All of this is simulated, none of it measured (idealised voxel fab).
You're looking at the process module voxel self aligned contacts.
The width of the displayed cross-section, cut, is 295 nm; its cells are square, with a size of 5 nm.
The cross-sections in this document take the form of a grid made of square cells. They are written out as bands, in order from top to bottom. Each band consists of one or more rows of cells. Look at the band entry: it leads with the top's height and the bottom's height in nm. Then it lists the materials left to right, with a width in nm for each. The word "throughout" on a single material says that material fills the band edge to edge. The word "blank" is empty space. Height reference: 0 = level under which incoming wafer is all one material. Lowest band: no bottom, runs on downward, e.g. "0 nm and below". Per-row width for "30..40": begins at first number (top row of band), ends at second number (bottom row), increment between rows held constant. It should be understood that the words "left unchanged", when stated for a given step, signify that the cross-section underwent no change in any of its cells during that step. Reported under the label "Closed cavity list" are the empty spaces having no open way to the top and comprising 8 cells or more; the notation for each is width x height at distance, in which the distance is measured from the left edge and all three values are in nm. On each step's line, the part that comes after the settings is the simulator's own comment on the step. overlay nm: on a step with a mask, how far right of its planned place the mask lay; negative means left.
# Steps in the process plan
1. RECEIVE with material Si
2. OXIDIZE with depth nm 5
3. DIRECTIONAL_DEP with material polySi, thk nm 30
4. DIRECTIONAL_DEP with material SiN, thk nm 20
5. DIRECTIONAL_DEP with material aC, thk nm 10
6. PATTERN with tone cover, mask id GATE, material resist, width nm 25, pitch nm 50, thk nm 25, overlay nm -15
7. DIRECTIONAL_ETCH with etch materials aC, depth nm 10
8. STRIP with etch materials resist
9. DIRECTIONAL_ETCH with etch materials SiN, depth nm 20
10. DIRECTIONAL_ETCH with etch materials polySi, depth nm 30
11. STRIP with etch materials aC
12. CONFORMAL_DEP with material SiN, thk nm 5
13. DIRECTIONAL_ETCH with etch materials SiN, depth nm 5
14. FILL_DEP with material SiO2, thk nm 15
15. CMP with height nm 60
16. DIRECTIONAL_DEP with material aC, thk nm 15
17. PATTERN with tone open, mask id CONTACT, material resist, width nm 35, pitch nm 50, thk nm 30, overlay nm 0
18. DIRECTIONAL_ETCH with etch materials aC, depth nm 15
19. STRIP with etch materials resist
20. DIRECTIONAL_ETCH with etch materials SiO2, depth nm 65
21. STRIP with etch materials aC
22. CONFORMAL_DEP with material TiN, thk nm 5
23. FILL_DEP with material Ru, thk nm 5
24. CMP with height nm 60
25. CONFORMAL_DEP with material SiN, thk nm 5
It is noted that the wafers described herein are identical at the outset and are distinguished by the overlay nm of step 6; the value stated in the plan corresponds to the first wafer.
# The as-received cross-section of the first of several wafers corresponds to the state after step 1
    0 nm and below = Si throughout
    Closed cavity list: none
# Take a look at the first of several wafers in cross-section: the module is done, and step 25 was its last step
    65 nm to 60 nm = SiN throughout
    60 nm to 55 nm = SiO2 (105) / TiN (5) / Ru (25) / TiN (5) / SiO2 (15) / TiN (5) / Ru (25) / TiN (5) / SiO2 (105)
    55 nm to 50 nm = SiO2 (105) / TiN (35) / SiO2 (15) / TiN (35) / SiO2 (105)
    50 nm to 30 nm = SiO2 (65) / SiN (35) / SiO2 (5) / TiN (10) / SiN (35) / SiO2 (5) / TiN (10) / SiN (35) / SiO2 (95)
    30 nm to 0 nm = SiO2 (65) / SiN (5) / polySi (25) / SiN (5) / SiO2 (5) / TiN (10) / SiN (5) / polySi (25) / SiN (5) / SiO2 (5) / TiN (10) / SiN (5) / polySi (25) / SiN (5) / SiO2 (95)
    0 nm to -5 nm = SiO2 (105) / TiN (10) / SiO2 (40) / TiN (10) / SiO2 (130)
    -5 nm and below = Si throughout
    Closed cavity list: none
# End of module, last wafer sectioned
    65 nm to 60 nm = SiN throughout
    60 nm to 55 nm = SiO2 (105) / TiN (5) / Ru (25) / TiN (5) / SiO2 (15) / TiN (5) / Ru (25) / TiN (5) / SiO2 (105)
    55 nm to 50 nm = SiO2 (105) / TiN (35) / SiO2 (15) / TiN (35) / SiO2 (105)
    50 nm to 30 nm = SiO2 (95) / SiN (35) / TiN (10) / SiO2 (5) / SiN (35) / TiN (10) / SiO2 (5) / SiN (35) / SiO2 (65)
    30 nm to 0 nm = SiO2 (95) / SiN (5) / polySi (25) / SiN (5) / TiN (10) / SiO2 (5) / SiN (5) / polySi (25) / SiN (5) / TiN (10) / SiO2 (5) / SiN (5) / polySi (25) / SiN (5) / SiO2 (65)
    0 nm to -5 nm = SiO2 (130) / TiN (10) / SiO2 (40) / TiN (10) / SiO2 (105)
    -5 nm and below = Si throughout
    Closed cavity list: none
# What follows is a table in which each wafer occupies a row; for the wafer as it stands at the close of the module, the row states, material by material, how many cells have been gained (+) or lost (-) since receipt, and then gives its closed voids
overlay nm -15; +10 Ru; -59 Si; +179 SiN; +485 SiO2; +62 TiN; +90 polySi; Closed cavity list: none
overlay nm -10; +32 Ru; -59 Si; +179 SiN; +463 SiO2; +62 TiN; +90 polySi; Closed cavity list: none
overlay nm -5; +32 Ru; -59 Si; +179 SiN; +463 SiO2; +62 TiN; +90 polySi; Closed cavity list: none
overlay nm 0; +32 Ru; -59 Si; +179 SiN; +463 SiO2; +62 TiN; +90 polySi; Closed cavity list: none
overlay nm 5; +32 Ru; -59 Si; +179 SiN; +463 SiO2; +62 TiN; +90 polySi; Closed cavity list: none
overlay nm 10; +32 Ru; -59 Si; +179 SiN; +463 SiO2; +62 TiN; +90 polySi; Closed cavity list: none
overlay nm 15; +10 Ru; -59 Si; +179 SiN; +485 SiO2; +62 TiN; +90 polySi; Closed cavity list: none
